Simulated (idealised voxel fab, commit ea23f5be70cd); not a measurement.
process module | voxel trench capacitor
Section shown: cut. Width: 255 nm. Cell size: 5 nm, square.
Format of a cross-section: grid, square cells. Given as bands. Order: top down. Band: one or more rows of cells.
The entry gives the band's vertical extent as a top height and a bottom height in nm, then its horizontal make-up as materials from left to right, each with a width in nm. "air" stands for empty space; a single material marked "edge to edge" fills the band edge to edge.
Where do heights start? At 0: under that level the wafer as delivered is made of one material only. And the lowest band has no floor; it just carries on downward, as in "top 0, no bottom".
A two-number width, for instance "30 to 40", indicates that the width is equal to the first number in the top row of the band and to the second number in the bottom row, and that it changes by a constant amount per row of cells.
A step reported as "stayed the same" is a step in which no cell of the cross-section changed.
"Trapped voids": sealed empty spaces, 8 cells or more, no open way to top, listed width x height at distance, with distance from the left edge and width, height and distance in nm.
Anything after a step's settings on that line? It's the simulator's own note about the step.
overlay nm: how far to the right of its planned place the mask lay on this masked step (negative: to the left).
Set out below are the planned steps of the process:
- 1: RECEIVE: material Si
- 2: CONFORMAL_DEP: material SiN, thk nm 5
- 3: PATTERN: tone open, mask id TRENCH, material resist, width nm 25, pitch nm 40, thk nm 20, overlay nm 0
- 4: DIRECTIONAL_ETCH: etch materials SiN, depth nm 5
- 5: DIRECTIONAL_ETCH: etch materials Si, depth nm 30
- 6: STRIP: etch materials resist
- 7: CONFORMAL_DEP: material HfO2, thk nm 5
- 8: CONFORMAL_DEP: material TiN, thk nm 5
- 9: FILL_DEP: material W, thk nm 5
- 10: CMP: height nm 5
Cross-sectional view of the wafer in its as-received condition, corresponding to the state after step 1:
* top 0, no bottom | Si edge to edge
* Trapped voids: none
Looking at the first of two wafers in cross-section at end of module - ran to plan:
* top 5, bottom 0 | SiN 95 nm, then HfO2 5 nm, then TiN 5 nm, then W 5 nm, then TiN 5 nm, then HfO2 5 nm, then SiN 15 nm, then HfO2 5 nm, then TiN 5 nm, then W 5 nm, then TiN 5 nm, then HfO2 5 nm, then SiN 95 nm
* top 0, bottom -20 | Si 95 nm, then HfO2 5 nm, then TiN 5 nm, then W 5 nm, then TiN 5 nm, then HfO2 5 nm, then Si 15 nm, then HfO2 5 nm, then TiN 5 nm, then W 5 nm, then TiN 5 nm, then HfO2 5 nm, then Si 95 nm
* top -20, bottom -25 | Si 95 nm, then HfO2 5 nm, then TiN 15 nm, then HfO2 5 nm, then Si 15 nm, then HfO2 5 nm, then TiN 15 nm, then HfO2 5 nm, then Si 95 nm
* top -25, bottom -30 | Si 95 nm, then HfO2 25 nm, then Si 15 nm, then HfO2 25 nm, then Si 95 nm
* top -30, no bottom | Si edge to edge
* Trapped voids: none
Wafer two cross-section, module end. Start and plan unchanged from wafer one; one mistake made during the run:
* top 5, bottom 0 | SiN 95 nm, then TiN 5 nm, then W 15 nm, then TiN 5 nm, then SiN 15 nm, then TiN 5 nm, then W 15 nm, then TiN 5 nm, then SiN 95 nm
* top 0, bottom -25 | Si 95 nm, then TiN 5 nm, then W 15 nm, then TiN 5 nm, then Si 15 nm, then TiN 5 nm, then W 15 nm, then TiN 5 nm, then Si 95 nm
* top -25, bottom -30 | Si 95 nm, then TiN 25 nm, then Si 15 nm, then TiN 25 nm, then Si 95 nm
* top -30, no bottom | Si edge to edge
* Trapped voids: none
The plan and the run diverged here: step 7 was dropped from the plan's execution and never run
Wrapping up, a cell-based count of both wafers puts the second over or under the first for these materials: -34 HfO2; +8 TiN; +26 W
